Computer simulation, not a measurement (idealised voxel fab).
process module | voxel double patterning
cross-section cut | 150 nm wide | cells 5 nm
A cross-section is a grid of square cells, given in bands from the top down. A band is one or more rows of cells.
Each band's line starts with the height of the band's top and of its bottom, in nm. Then come its materials from left to right, each with its width in nm. One material with "throughout" fills the band from edge to edge. "air" is empty space.
Height 0 is the level under which the wafer as received is all one material. The lowest band goes on downwards, as in "0 down".
A width such as "30 to 40" changes by the same amount from each row of cells to the next, from the band's top row to its bottom row.
"no change" after a step means that no cell of the cross-section changed.
closed voids: empty space of 8 cells or more with no open way to the top, each as width x height at its distance from the left edge, in nm
after a step's settings: what the simulator itself notes on the step
overlay nm, on a step with a mask: how far to the right of its planned place the mask lay; to the left if negative
plan
1 op RECEIVE | material Si
2 op CONFORMAL_DEP | material SiO2 | thk nm 10
3 op DIRECTIONAL_DEP | material TiN | thk nm 10
4 op DIRECTIONAL_DEP | material SiN | thk nm 5
5 op MASKED_ETCH | tone open | mask id FIRST | width nm 15 | pitch nm 50 | etch materials SiN | depth nm 5 | overlay nm 0
6 op DIRECTIONAL_DEP | material aC | thk nm 15
7 op PATTERN | tone open | mask id SECOND | material resist | width nm 15 | pitch nm 50 | thk nm 35 | overlay nm 0
8 op DIRECTIONAL_ETCH | etch materials aC | depth nm 15
9 op STRIP | etch materials resist
10 op DIRECTIONAL_ETCH | etch materials SiN | depth nm 5
11 op STRIP | etch materials aC
12 op DIRECTIONAL_ETCH | etch materials TiN | depth nm 10
13 op STRIP | etch materials SiN
as received, after step 1
  0 down: Si throughout
  closed voids: none
first wafer at the end, as planned
  20 to 10: TiN 15 | air 15 | TiN 10 | air 15 | TiN 10 | air 15 | TiN 10 | air 15 | TiN 10 | air 15 | TiN 20
  10 to 0: SiO2 throughout
  0 down: Si throughout
  closed voids: none
second wafer at the end: like start, like plan, one mistake
  20 to 10: TiN 15 | air 30 | TiN 20 | air 30 | TiN 20 | air 15 | TiN 20
  10 to 0: SiO2 throughout
  0 down: Si throughout
  closed voids: none
what went wrong: step 7 ran as: op PATTERN | tone open | mask id SECOND | material resist | width nm 15 | pitch nm 50 | thk nm 35 | overlay nm -10
at the end the second wafer has, in cells: as many of each material as the first, in other places
